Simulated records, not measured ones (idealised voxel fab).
The following process module bears the name voxel plated lines.
Cross-section cut: width 255 nm, square cells of 5 nm.
In this document a cross-section is written as a grid of square cells. It is given as a series of bands, listed from the top down, and a band is one or more rows of cells.
A band entry consists of two parts. The first gives the height of the band's top and the height of its bottom, in nm. The rest lists the band's materials from left to right, each with its width in nm. A single material labelled with the word "full width" fills the band from edge to edge, and the word "empty" marks empty space.
Counting heights begins at 0, where everything beneath is, in the wafer as received, one material. The lowest band has no bottom; it goes on downwards, as "top 0, no bottom" shows.
When a width is written as two numbers, as in "30..40", the first number is the width in the top row of cells of the band and the second is the width in its bottom row, and the width changes by the same amount from each row to the next.
Any step labelled "no modification" changed none of the cells in the cross-section.
You'll see "Closed empty spaces" listing empty spaces that have no way open to the top, as long as they're 8 cells or more; the notation is width x height at distance, where the distance is from the left edge, and all of it is in nm.
Formally, on a step line, whatever follows the settings is a remark that the simulator itself makes on the step.
overlay nm: step with mask; distance mask lay right of planned place; negative value = left of planned place.

List of planned process steps
| 1 | RECEIVE [material Si] |
| 2 | CONFORMAL_DEP [material Al2O3] [thk nm 15] |
| 3 | DIRECTIONAL_DEP [material TiN] [thk nm 5] |
| 4 | PATTERN [tone open] [mask id LINES] [material resist] [width nm 15] [pitch nm 40] [thk nm 30] [overlay nm 0] |
| 5 | EPI [material Ru] [thk nm 10] |
| 6 | EPI [material Ru] [thk nm 5] |
| 7 | STRIP [etch materials resist] |
| 8 | DIRECTIONAL_ETCH [etch materials TiN] [depth nm 5] |
| 9 | CONFORMAL_DEP [material SiO2] [thk nm 5] |

First of two wafers, with the run carried out as planned

As received, after step 1
	top 0, no bottom = Si full width
	Closed empty spaces: none

Cross-section: wafer state after step 2
	top 15, bottom 0 = Al2O3 full width
	below 0: unchanged

Cross-section: wafer state after step 3
	top 20, bottom 15 = TiN full width
	below 15: unchanged

Cross-section: wafer state after step 4
	top 50, bottom 20 = resist (100), empty (15), resist (25), empty (15), resist (100)
	below 20: unchanged

Cross-section: wafer state after step 5
	top 50, bottom 30 = resist (100), empty (15), resist (25), empty (15), resist (100)
	top 30, bottom 20 = resist (100), Ru (15), resist (25), Ru (15), resist (100)
	below 20: unchanged

Cross-section: wafer state after step 6
	top 50, bottom 35 = resist (100), empty (15), resist (25), empty (15), resist (100)
	top 35, bottom 20 = resist (100), Ru (15), resist (25), Ru (15), resist (100)
	below 20: unchanged

Cross-section: wafer state after step 7
	top 35, bottom 20 = empty (100), Ru (15), empty (25), Ru (15), empty (100)
	below 20: unchanged

Cross-section: wafer state after step 8
	top 35, bottom 20 = empty (100), Ru (15), empty (25), Ru (15), empty (100)
	top 20, bottom 15 = empty (100), TiN (15), empty (25), TiN (15), empty (100)
	below 15: unchanged

Cross-section: wafer state after step 9
	top 40, bottom 35 = empty (95), SiO2 (25), empty (15), SiO2 (25), empty (95)
	top 35, bottom 20 = empty (95), SiO2 (5), Ru (15), SiO2 (5), empty (15), SiO2 (5), Ru (15), SiO2 (5), empty (95)
	top 20, bottom 15 = SiO2 (100), TiN (15), SiO2 (25), TiN (15), SiO2 (100)
	below 15: unchanged

Companion wafer, the second of two: same beginning, same intended sequence, one mistake in carrying it out; through step 2 inclusive it tracks the first exactly

Cross-section of the second wafer at the time step 3 of the plan should have ended
	top 20, bottom 15 = SiO2 full width
	below 15: unchanged

Cross-section of the second wafer at the time step 4 of the plan should have ended
	top 50, bottom 20 = resist (100), empty (15), resist (25), empty (15), resist (100)
	below 20: unchanged

Cross-section of the second wafer at the time step 5 of the plan should have ended: no modification

Cross-section of the second wafer at the time step 6 of the plan should have ended: no modification

Cross-section of the second wafer at the time step 7 of the plan should have ended
	top 20, bottom 15 = SiO2 full width
	below 15: unchanged

Cross-section of the second wafer at the time step 8 of the plan should have ended: no modification

Cross-section of the second wafer at the time step 9 of the plan should have ended
	top 25, bottom 15 = SiO2 full width
	below 15: unchanged
Deviation from plan: heads up, step 3 didn't go per plan, it actually ran as DIRECTIONAL_DEP [material SiO2] [thk nm 5]
Heads up, by the end the second wafer has more or fewer cells of some materials compared to the first: Ru -18, SiO2 +35, TiN -6
